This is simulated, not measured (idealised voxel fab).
voxel tone inversion: a process module
Xsec cut, 270 nm wide, square cell size 5 nm.
A cross-section in this document is a grid of square cells, and it is written down as bands, the top band listed before the ones below it; a band is made up of one or more rows of cells.
What a band's entry tells you: where the top is and where the bottom is, as heights in nm, and after that what lies inside, material by material from left to right, each with its width in nm. Empty space is written as the word "empty", and a single material marked with the word "all across" occupies the band from edge to edge.
Convention: height 0 is the level below which the wafer, as received, is all one material. The lowest band does not terminate at the bottom but continues downward, represented as "0..down".
Think of "30->40" as a width that walks from the first number to the second as you go down the band, top row to bottom row, taking equal-sized steps from row to row.
Key: "changes: none" - step with no changed cell in the cross-section.
In the "Encapsulated voids" entry, you get each enclosed empty space of 8 cells or more, one with no open way to the top, written width x height at distance, distance from the left edge, in nm.
Note: text after step settings on the step line = simulator remark on that step.
A step's line can hold "overlay nm"; with a mask on that step, the setting says how far right of the planned place the mask lay, while a negative setting says it lay to the left.
[Steps planned for the process]
step 1: RECEIVE (material Si)
step 2: CONFORMAL_DEP (material SiCN; thk nm 5)
step 3: DIRECTIONAL_DEP (material polySi; thk nm 15)
step 4: PATTERN (tone cover; mask id POSTS; material resist; width nm 25; pitch nm 45; thk nm 25; overlay nm 0)
step 5: DIRECTIONAL_ETCH (etch materials polySi; depth nm 15)
step 6: STRIP (etch materials resist)
step 7: FILL_DEP (material lowk; thk nm 5)
step 8: CMP (height nm 20)
step 9: STRIP (etch materials polySi)
[Wafer at receipt (post step 1), cross-section]
0..down  Si all across
Encapsulated voids: none
[Module complete - cross-section of the first of two wafers, run according to plan]
20..5  lowk 75 nm, empty 25 nm, lowk 20 nm, empty 25 nm, lowk 20 nm, empty 25 nm, lowk 80 nm
5..0  SiCN all across
0..down  Si all across
Encapsulated voids: none
[End-of-module cross-section of the second wafer: identical starting point and process plan to the first, with one processing mistake]
20..5  lowk 85 nm, empty 25 nm, lowk 20 nm, empty 25 nm, lowk 20 nm, empty 25 nm, lowk 70 nm
5..0  SiCN all across
0..down  Si all across
Encapsulated voids: none
Want to know what went wrong? step 4 ran with different settings than intended, the actual operation and settings being PATTERN (tone cover; mask id POSTS; material resist; width nm 25; pitch nm 45; thk nm 25; overlay nm 10)
Comparing end states, the material composition by cell count is preserved from the first wafer to the second, while the locations of the cells are not.
